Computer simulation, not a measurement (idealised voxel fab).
Title: Process Module voxel capacitor over wiring
The figure presents cross-section cut, which has a width of 245 nm and is divided into square cells with an edge length of 5 nm.
Cross-section spec: square-cell grid; bands listed top down; each band is one or more rows.
This entry defines a band. It first specifies the height of the band's top and the height of its bottom in nm, and then specifies the band's materials from left to right, stating each material with its width in nm. The word "everywhere" identifies a single material that fills the band from edge to edge, while the word "air" identifies empty space.
Measure heights from 0. That's the level where, below it, the as-received wafer is all one material. The lowest band is bottomless and extends downward; write it as in "z 0 and below".
The notation "30..40" denotes a width that varies across the rows of cells in the band, beginning at the first number in the top row, finishing at the second number in the bottom row, and changing by an identical amount from each row to the next.
Given "no alteration" for a step, no cell of the cross-section differs between before and after that step.
This entry, "Voids, enclosed", enumerates those empty regions of no fewer than 8 cells that possess no open connection to the top. Each region is reported in the form width x height at distance, the distance being taken from the left edge, with all three quantities expressed in nm.
That trailing text on a step's line, after the settings, is the simulator's own remark on the step.
overlay nm: right-of-plan distance of the mask on a masked step; negative values mean left-of-plan.
# These are the steps we planned for the process
1) RECEIVE [material Si]
2) CONFORMAL_DEP [material SiO2] [thk nm 15]
3) CONFORMAL_DEP [material SiN] [thk nm 5]
4) DIRECTIONAL_DEP [material lowk] [thk nm 25]
5) PATTERN [tone open] [mask id METAL_1] [material resist] [width nm 20] [pitch nm 75] [thk nm 20] [overlay nm 0]
6) DIRECTIONAL_ETCH [etch materials lowk] [depth nm 25]
7) DIRECTIONAL_ETCH [etch materials SiN] [depth nm 5]
8) STRIP [etch materials resist]
9) CONFORMAL_DEP [material TiN] [thk nm 5]
10) FILL_DEP [material Cu] [thk nm 5]
11) CMP [height nm 45]
12) CONFORMAL_DEP [material SiCN] [thk nm 5]
13) DIRECTIONAL_DEP [material lowk] [thk nm 10]
14) PATTERN [tone open] [mask id PLUG_1] [material resist] [width nm 15] [thk nm 20] [overlay nm 0]
15) DIRECTIONAL_ETCH [etch materials lowk] [depth nm 10]
16) DIRECTIONAL_ETCH [etch materials SiCN] [depth nm 5]
17) STRIP [etch materials resist]
18) CONFORMAL_DEP [material TiN] [thk nm 5]
19) FILL_DEP [material Cu] [thk nm 5]
20) CMP [height nm 60]
21) DIRECTIONAL_DEP [material TiN] [thk nm 10]
22) DIRECTIONAL_DEP [material HfO2] [thk nm 5]
23) DIRECTIONAL_DEP [material TiN] [thk nm 10]
24) MASKED_ETCH [tone cover] [mask id UPPER_PLATE] [width nm 60] [etch materials TiN] [depth nm 10] [overlay nm 0]
25) MASKED_ETCH [tone cover] [mask id UPPER_PLATE] [width nm 60] [etch materials HfO2] [depth nm 5] [overlay nm 0]
26) MASKED_ETCH [tone cover] [mask id LOWER_PLATE] [width nm 70] [etch materials TiN] [depth nm 10] [overlay nm 0]
27) FILL_DEP [material SiO2] [thk nm 15]
28) CMP [height nm 95]
29) MASKED_ETCH [tone open] [mask id PLUG_2] [width nm 15] [etch materials SiO2] [depth nm 10] [overlay nm 0]
30) CONFORMAL_DEP [material TiN] [thk nm 5]
31) FILL_DEP [material Cu] [thk nm 10]
32) CMP [height nm 95]
33) CONFORMAL_DEP [material SiCN] [thk nm 5]
# The cross-section here shows the wafer as received, i.e. in its state after step 1
  z 0 and below: Si everywhere
  Voids, enclosed: none
# Cross-sectional view of the first of the two wafers upon completion of the module, processed in accordance with the plan
  z 100 to 95: SiCN everywhere
  z 95 to 90: 90 nm SiO2  5 nm TiN  5 nm Cu  5 nm TiN  140 nm SiO2
  z 90 to 85: 90 nm SiO2  15 nm TiN  140 nm SiO2
  z 85 to 75: 80 nm SiO2  60 nm TiN  105 nm SiO2
  z 75 to 70: 80 nm SiO2  60 nm HfO2  105 nm SiO2
  z 70 to 60: 75 nm SiO2  70 nm TiN  100 nm SiO2
  z 60 to 50: 80 nm lowk  5 nm TiN  5 nm Cu  5 nm TiN  150 nm lowk
  z 50 to 45: 80 nm SiCN  15 nm TiN  150 nm SiCN
  z 45 to 20: 75 nm lowk  5 nm TiN  10 nm Cu  5 nm TiN  55 nm lowk  5 nm TiN  10 nm Cu  5 nm TiN  75 nm lowk
  z 20 to 15: 75 nm SiN  20 nm TiN  55 nm SiN  20 nm TiN  75 nm SiN
  z 15 to 0: SiO2 everywhere
  z 0 and below: Si everywhere
  Voids, enclosed: none
# Wafer two, sectioned after the module: the first wafer's start, the first wafer's plan, and one mistake in how it was run
  z 100 to 95: SiCN everywhere
  z 95 to 90: 90 nm SiO2  5 nm TiN  5 nm Cu  5 nm TiN  140 nm SiO2
  z 90 to 85: 90 nm SiO2  15 nm TiN  140 nm SiO2
  z 85 to 75: 75 nm SiO2  5 nm TiN  60 nm SiO2  5 nm TiN  100 nm SiO2
  z 75 to 70: HfO2 everywhere
  z 70 to 60: TiN everywhere
  z 60 to 50: 80 nm lowk  5 nm TiN  5 nm Cu  5 nm TiN  150 nm lowk
  z 50 to 45: 80 nm SiCN  15 nm TiN  150 nm SiCN
  z 45 to 20: 75 nm lowk  5 nm TiN  10 nm Cu  5 nm TiN  55 nm lowk  5 nm TiN  10 nm Cu  5 nm TiN  75 nm lowk
  z 20 to 15: 75 nm SiN  20 nm TiN  55 nm SiN  20 nm TiN  75 nm SiN
  z 15 to 0: SiO2 everywhere
  z 0 and below: Si everywhere
  Voids, enclosed: none
Diagnosis: step 24 was processed under conditions differing from the plan, specifically as MASKED_ETCH [tone open] [mask id UPPER_PLATE] [width nm 60] [etch materials TiN] [depth nm 10] [overlay nm 0]
In the final state, the cell counts of the second wafer exceed or fall short of those of the first for the following materials: HfO2: 37 more; SiO2: 87 fewer; TiN: 50 more
